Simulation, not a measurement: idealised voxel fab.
Process module heading - voxel released beams
Shown is cross-section cut, with a width of 205 nm and square cells of size 5 nm.
Throughout this document, each cross-section is represented as a grid of square cells and is presented as a sequence of bands enumerated from the top downward, where a band comprises one or more rows of cells. Look at the band entry: it leads with the top's height and the bottom's height in nm. Then it lists the materials left to right, with a width in nm for each. The word "edge to edge" on a single material says that material fills the band edge to edge. The word "air" is empty space. Note: height 0 marks the level under which the wafer is uniformly one material as received. Lowest band unbounded below, written "0 and below". Top row gets the first number, bottom row gets the second, and each row in between changes by the same step: that is how a band width like "30 to 40" works. "remains unaltered", as given for a step, is the statement that not any cell of the cross-section underwent a change during that step. The entry titled "Non-vented voids" provides the empty spaces that have no open way to the top, restricted to those of 8 cells or more. Each is presented as width x height at distance, the distance being measured from the left edge, with all three in nm. Read whatever lies past the settings on a step's line as the simulator's own remark about the step. overlay nm: how far to the right of its planned place the mask lay on this masked step (negative: to the left).

### Here's what the planned process steps look like
1 RECEIVE [material Si]
2 CONFORMAL_DEP [material SiN] [thk nm 5]
3 DIRECTIONAL_DEP [material SiO2] [thk nm 20]
4 MASKED_ETCH [tone open] [mask id ANCHOR] [width nm 25] [etch materials SiO2] [depth nm 20] [overlay nm 0]
5 CONFORMAL_DEP [material polySi] [thk nm 10]
6 PATTERN [tone cover] [mask id BEAM] [material resist] [width nm 80] [thk nm 20] [overlay nm 0]
7 DIRECTIONAL_ETCH [etch materials polySi] [depth nm 10]
8 STRIP [etch materials resist]
9 STRIP [etch materials SiO2]

### Delivered wafer in cross-section: state after step 1
0 and below = Si edge to edge
Non-vented voids: none

### Final wafer profile in cross-section after the module, from the same start and plan as above, with one mistake made during processing
15 down to 5 = 60 nm air, then 80 nm polySi, then 65 nm air
5 down to 0 = SiN edge to edge
0 and below = Si edge to edge
Non-vented voids: none
Error vs. plan: the plan's step 3 was left out and never carried out
